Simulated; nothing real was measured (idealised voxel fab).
Process module in this document: voxel capacitor over wiring
Section shown: cut. Width: 155 nm. Cell size: 5 nm, square.
A cross-section is a grid of square cells, given in bands from the top down. A band is one or more rows of cells. Band: top height; bottom height; in nm. Then, left to right: material with width in nm, for each material. "throughout": a single material spanning edge to edge. "blank": empty space. Ref level 0: as-received wafer is one material below here. Bottom band extends down with no lower bound ("0 down"). Width "30->40": first value at the band's top row of cells, second value at its bottom row, equal change from row to row. No cell of the cross-section changed in a step that is given as "remained unchanged". Empty spaces without an open route to the top, at least 8 cells in extent, make up the entry "Cavities, closed"; each is given as width x height at distance, where the distance is measured from the left edge, and all are in nm. Where a step's line continues beyond its settings, the continuation is a remark by the simulator itself on that step. When a step includes a mask, the "overlay nm" setting on its line states how far to the right of its planned place that mask lay, and negative values state how far to the left.

**The planned process steps are enumerated hereunder**
- 1: RECEIVE, material Si
- 2: CONFORMAL_DEP, material SiO2, thk nm 10
- 3: CONFORMAL_DEP, material SiN, thk nm 5
- 4: DIRECTIONAL_DEP, material SiO2, thk nm 25
- 5: DIRECTIONAL_DEP, material aC, thk nm 10
- 6: PATTERN, tone open, mask id METAL_1, material resist, width nm 25, pitch nm 80, thk nm 25, overlay nm 0
- 7: DIRECTIONAL_ETCH, etch materials aC, depth nm 10
- 8: STRIP, etch materials resist
- 9: DIRECTIONAL_ETCH, etch materials SiO2, depth nm 25
- 10: DIRECTIONAL_ETCH, etch materials SiN, depth nm 5
- 11: STRIP, etch materials aC
- 12: CONFORMAL_DEP, material TiN, thk nm 5
- 13: FILL_DEP, material Cu, thk nm 5
- 14: CMP, height nm 40
- 15: CONFORMAL_DEP, material SiCN, thk nm 5
- 16: DIRECTIONAL_DEP, material lowk, thk nm 15
- 17: DIRECTIONAL_DEP, material aC, thk nm 15
- 18: PATTERN, tone open, mask id PLUG_1, material resist, width nm 15, thk nm 30, overlay nm 0
- 19: DIRECTIONAL_ETCH, etch materials aC, depth nm 15
- 20: STRIP, etch materials resist
- 21: DIRECTIONAL_ETCH, etch materials lowk, depth nm 15
- 22: DIRECTIONAL_ETCH, etch materials SiCN, depth nm 5
- 23: STRIP, etch materials aC
- 24: EPI, material Ru, thk nm 10
- 25: EPI, material Ru, thk nm 10
- 26: DIRECTIONAL_DEP, material TiN, thk nm 5
- 27: DIRECTIONAL_DEP, material Al2O3, thk nm 5
- 28: DIRECTIONAL_DEP, material TiN, thk nm 5
- 29: PATTERN, tone cover, mask id UPPER_PLATE, material resist, width nm 60, thk nm 15, overlay nm 0
- 30: DIRECTIONAL_ETCH, etch materials TiN, depth nm 5
- 31: DIRECTIONAL_ETCH, etch materials Al2O3, depth nm 5
- 32: STRIP, etch materials resist
- 33: MASKED_ETCH, tone cover, mask id LOWER_PLATE, width nm 70, etch materials TiN, depth nm 5, overlay nm 0
- 34: FILL_DEP, material SiO2, thk nm 15
- 35: CMP, height nm 85
- 36: PATTERN, tone open, mask id PLUG_2, material resist, width nm 15, thk nm 15, overlay nm 0
- 37: DIRECTIONAL_ETCH, etch materials SiO2, depth nm 10
- 38: STRIP, etch materials resist
- 39: CONFORMAL_DEP, material TiN, thk nm 5
- 40: FILL_DEP, material W, thk nm 5
- 41: CMP, height nm 85
- 42: CONFORMAL_DEP, material SiN, thk nm 5

**As-received state of the wafer in cross-section, equivalent to post-step 1**
    0 down = Si throughout
    Cavities, closed: none

**End-of-module cross-section of the first of two wafers, processed as planned**
    90 to 85 = SiN throughout
    85 to 80 = SiO2 45; TiN 5; W 5; TiN 5; SiO2 95
    80 to 70 = SiO2 45->35; TiN 15->60; SiO2 95->60
    70 to 65 = SiO2 35; Al2O3 60; SiO2 60
    65 to 60 = SiO2 30; TiN 70; SiO2 55
    60 to 45 = lowk 35; Ru 15; lowk 105
    45 to 40 = SiCN 35; Ru 15; SiCN 105
    40 to 15 = SiO2 25; TiN 5; Cu 15; TiN 5; SiO2 55; TiN 5; Cu 15; TiN 5; SiO2 25
    15 to 10 = SiN 25; TiN 25; SiN 55; TiN 25; SiN 25
    10 to 0 = SiO2 throughout
    0 down = Si throughout
    Cavities, closed: none

**Here's the second of our two wafers sectioned at module end. Same start as the first, same plan, but one mistake got made running it**
    90 to 85 = SiN throughout
    85 to 80 = SiO2 45; TiN 5; W 5; TiN 5; SiO2 95
    80 to 70 = SiO2 45->35; TiN 15->60; SiO2 95->60
    70 to 65 = SiO2 35; Al2O3 60; SiO2 60
    65 to 60 = SiO2 30; TiN 70; SiO2 55
    60 to 45 = Al2O3 throughout
    45 to 40 = SiCN throughout
    40 to 15 = SiO2 25; TiN 5; Cu 15; TiN 5; SiO2 55; TiN 5; Cu 15; TiN 5; SiO2 25
    15 to 10 = SiN 25; TiN 25; SiN 55; TiN 25; SiN 25
    10 to 0 = SiO2 throughout
    0 down = Si throughout
    Cavities, closed: none
Misprocessing identified: rather than as planned, step 16 actually ran as DIRECTIONAL_DEP, material Al2O3, thk nm 15
Upon completion, the second wafer contains, in terms of cells, a greater or smaller amount of certain materials than the first wafer: Al2O3: 93 more, Ru: 12 fewer, SiCN: 3 more, lowk: 84 fewer
